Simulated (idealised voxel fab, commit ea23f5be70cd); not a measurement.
The process module presented herein is designated voxel self aligned contacts.
cross-section cut | 270 nm wide | cells 5 nm
Cross-section, as written here: a square-cell grid given band by band from the top down, where a band holds one or more rows of cells. Heights first: top, then bottom, in nm. Then materials, left to right, each with a width in nm. "throughout" on a single material: fills the band edge to edge. "blank": empty space. Height is counted from the level 0, under which the received wafer is composed throughout of one material. The lowest of the bands is not closed at the bottom but continues downward, in the notation "0 down". Top row gets the first number, bottom row gets the second, and each row in between changes by the same step: that is how a band width like "30..40" works. "same as before", as given for a step, is the statement that not any cell of the cross-section underwent a change during that step. Look at "Cavities, closed" for the closed voids: empty spaces with no open path to the top, sized 8 cells or up. Each is width x height at distance, distance from the left edge, all nm. Anything after a step's settings on that line? It's the simulator's own note about the step. A step line may carry the setting "overlay nm", which, for steps involving a mask, states the distance by which the mask lay to the right of its intended position; negative values denote displacement to the left.

The steps planned for the process are as follows:
1,op RECEIVE | material Si
2,op OXIDIZE | depth nm 5
3,op DIRECTIONAL_DEP | material polySi | thk nm 30
4,op DIRECTIONAL_DEP | material SiN | thk nm 15
5,op MASKED_ETCH | tone cover | mask id GATE | width nm 25 | pitch nm 55 | etch materials SiN | depth nm 15 | overlay nm 0
6,op MASKED_ETCH | tone cover | mask id GATE | width nm 25 | pitch nm 55 | etch materials polySi | depth nm 30 | overlay nm 0
7,op CONFORMAL_DEP | material SiN | thk nm 5
8,op DIRECTIONAL_ETCH | etch materials SiN | depth nm 5
9,op FILL_DEP | material SiO2 | thk nm 10
10,op CMP | height nm 50
11,op MASKED_ETCH | tone open | mask id CONTACT | width nm 40 | pitch nm 55 | etch materials SiO2 | depth nm 55 | overlay nm 0
12,op CONFORMAL_DEP | material TiN | thk nm 5
13,op FILL_DEP | material Ru | thk nm 10
14,op CMP | height nm 50
15,op CONFORMAL_DEP | material SiCN | thk nm 5

First of two wafers: run as planned:

Cross-section, incoming material, after step 1:
    0 down: Si throughout
    Cavities, closed: none

Upon completion of step 2, the wafer appears in cross-section as shown:
    0 to -5: SiO2 throughout
    Note: structure below -5 unchanged.

Upon completion of step 3, the wafer appears in cross-section as shown:
    30 to 0: polySi throughout
    Note: structure below 0 unchanged.

Upon completion of step 4, the wafer appears in cross-section as shown:
    45 to 30: SiN throughout
    Note: structure below 30 unchanged.

Upon completion of step 5, the wafer appears in cross-section as shown:
    45 to 30: blank=65, then SiN=25, then blank=30, then SiN=25, then blank=30, then SiN=25, then blank=70
    Note: structure below 30 unchanged.

Upon completion of step 6, the wafer appears in cross-section as shown:
    45 to 30: blank=65, then SiN=25, then blank=30, then SiN=25, then blank=30, then SiN=25, then blank=70
    30 to 0: blank=65, then polySi=25, then blank=30, then polySi=25, then blank=30, then polySi=25, then blank=70
    Note: structure below 0 unchanged.

Upon completion of step 7, the wafer appears in cross-section as shown:
    50 to 30: blank=60, then SiN=35, then blank=20, then SiN=35, then blank=20, then SiN=35, then blank=65
    30 to 5: blank=60, then SiN=5, then polySi=25, then SiN=5, then blank=20, then SiN=5, then polySi=25, then SiN=5, then blank=20, then SiN=5, then polySi=25, then SiN=5, then blank=65
    5 to 0: SiN=65, then polySi=25, then SiN=30, then polySi=25, then SiN=30, then polySi=25, then SiN=70
    Note: structure below 0 unchanged.

Upon completion of step 8, the wafer appears in cross-section as shown:
    45 to 30: blank=60, then SiN=35, then blank=20, then SiN=35, then blank=20, then SiN=35, then blank=65
    30 to 0: blank=60, then SiN=5, then polySi=25, then SiN=5, then blank=20, then SiN=5, then polySi=25, then SiN=5, then blank=20, then SiN=5, then polySi=25, then SiN=5, then blank=65
    Note: structure below 0 unchanged.

Upon completion of step 9, the wafer appears in cross-section as shown:
    55 to 45: SiO2 throughout
    45 to 30: SiO2=60, then SiN=35, then SiO2=20, then SiN=35, then SiO2=20, then SiN=35, then SiO2=65
    30 to 0: SiO2=60, then SiN=5, then polySi=25, then SiN=5, then SiO2=20, then SiN=5, then polySi=25, then SiN=5, then SiO2=20, then SiN=5, then polySi=25, then SiN=5, then SiO2=65
    Note: structure below 0 unchanged.

Upon completion of step 10, the wafer appears in cross-section as shown:
    50 to 45: SiO2 throughout
    Note: structure below 45 unchanged.

Upon completion of step 11, the wafer appears in cross-section as shown:
    50 to 45: SiO2=85, then blank=40, then SiO2=15, then blank=40, then SiO2=90
    45 to 30: SiO2=60, then SiN=35, then blank=20, then SiN=35, then blank=20, then SiN=35, then SiO2=65
    30 to 0: SiO2=60, then SiN=5, then polySi=25, then SiN=5, then blank=20, then SiN=5, then polySi=25, then SiN=5, then blank=20, then SiN=5, then polySi=25, then SiN=5, then SiO2=65
    0 to -5: SiO2=95, then blank=20, then SiO2=35, then blank=20, then SiO2=100
    Note: structure below -5 unchanged.

Upon completion of step 12, the wafer appears in cross-section as shown:
    55 to 50: TiN=90, then blank=30, then TiN=25, then blank=30, then TiN=95
    50 to 45: SiO2=85, then TiN=15, then blank=10, then TiN=15, then SiO2=15, then TiN=15, then blank=10, then TiN=15, then SiO2=90
    45 to 30: SiO2=60, then SiN=35, then TiN=5, then blank=10, then TiN=5, then SiN=35, then TiN=5, then blank=10, then TiN=5, then SiN=35, then SiO2=65
    30 to 0: SiO2=60, then SiN=5, then polySi=25, then SiN=5, then TiN=5, then blank=10, then TiN=5, then SiN=5, then polySi=25, then SiN=5, then TiN=5, then blank=10, then TiN=5, then SiN=5, then polySi=25, then SiN=5, then SiO2=65
    0 to -5: SiO2=95, then TiN=20, then SiO2=35, then TiN=20, then SiO2=100
    Note: structure below -5 unchanged.

Upon completion of step 13, the wafer appears in cross-section as shown:
    65 to 55: Ru throughout
    55 to 50: TiN=90, then Ru=30, then TiN=25, then Ru=30, then TiN=95
    50 to 45: SiO2=85, then TiN=15, then Ru=10, then TiN=15, then SiO2=15, then TiN=15, then Ru=10, then TiN=15, then SiO2=90
    45 to 30: SiO2=60, then SiN=35, then TiN=5, then Ru=10, then TiN=5, then SiN=35, then TiN=5, then Ru=10, then TiN=5, then SiN=35, then SiO2=65
    30 to 0: SiO2=60, then SiN=5, then polySi=25, then SiN=5, then TiN=5, then Ru=10, then TiN=5, then SiN=5, then polySi=25, then SiN=5, then TiN=5, then Ru=10, then TiN=5, then SiN=5, then polySi=25, then SiN=5, then SiO2=65
    Note: structure below 0 unchanged.

Upon completion of step 14, the wafer appears in cross-section as shown:
    50 to 45: SiO2=85, then TiN=15, then Ru=10, then TiN=15, then SiO2=15, then TiN=15, then Ru=10, then TiN=15, then SiO2=90
    Note: structure below 45 unchanged.

Upon completion of step 15, the wafer appears in cross-section as shown:
    55 to 50: SiCN throughout
    Note: structure below 50 unchanged.

Wafer two. Identical start, identical plan. One mistake in execution. Identical history through step 3:

Second wafer, cut view, end of step 4 per plan:
    60 to 30: SiN throughout
    Note: structure below 30 unchanged.

Second wafer, cut view, end of step 5 per plan:
    60 to 45: blank=65, then SiN=25, then blank=30, then SiN=25, then blank=30, then SiN=25, then blank=70
    Note: structure below 45 unchanged.

Second wafer, cut view, end of step 6 per plan: same as before

Second wafer, cut view, end of step 7 per plan:
    65 to 50: blank=60, then SiN=35, then blank=20, then SiN=35, then blank=20, then SiN=35, then blank=65
    50 to 30: SiN throughout
    Note: structure below 30 unchanged.

Second wafer, cut view, end of step 8 per plan:
    60 to 45: blank=60, then SiN=35, then blank=20, then SiN=35, then blank=20, then SiN=35, then blank=65
    Note: structure below 45 unchanged.

Second wafer, cut view, end of step 9 per plan:
    70 to 60: SiO2 throughout
    60 to 45: SiO2=60, then SiN=35, then SiO2=20, then SiN=35, then SiO2=20, then SiN=35, then SiO2=65
    Note: structure below 45 unchanged.

Second wafer, cut view, end of step 10 per plan:
    50 to 45: SiO2=60, then SiN=35, then SiO2=20, then SiN=35, then SiO2=20, then SiN=35, then SiO2=65
    Note: structure below 45 unchanged.

Second wafer, cut view, end of step 11 per plan:
    50 to 45: SiO2=60, then SiN=35, then blank=20, then SiN=35, then blank=20, then SiN=35, then SiO2=65
    Note: structure below 45 unchanged.

Second wafer, cut view, end of step 12 per plan:
    55 to 50: TiN=100, then blank=10, then TiN=45, then blank=10, then TiN=105
    50 to 45: SiO2=60, then SiN=35, then TiN=20, then SiN=35, then TiN=20, then SiN=35, then SiO2=65
    Note: structure below 45 unchanged.

Second wafer, cut view, end of step 13 per plan:
    65 to 55: Ru throughout
    55 to 50: TiN=100, then Ru=10, then TiN=45, then Ru=10, then TiN=105
    Note: structure below 50 unchanged.

Second wafer, cut view, end of step 14 per plan:
    50 to 45: SiO2=60, then SiN=35, then TiN=20, then SiN=35, then TiN=20, then SiN=35, then SiO2=65
    Note: structure below 45 unchanged.

Second wafer, cut view, end of step 15 per plan:
    55 to 50: SiCN throughout
    Note: structure below 50 unchanged.
Where did the run depart from the plan? step 4 of the plan was performed twice
End of process, cell counts, second wafer against first, materials with more or fewer: Ru -40; SiN +84; SiO2 -230; TiN -48; polySi +234
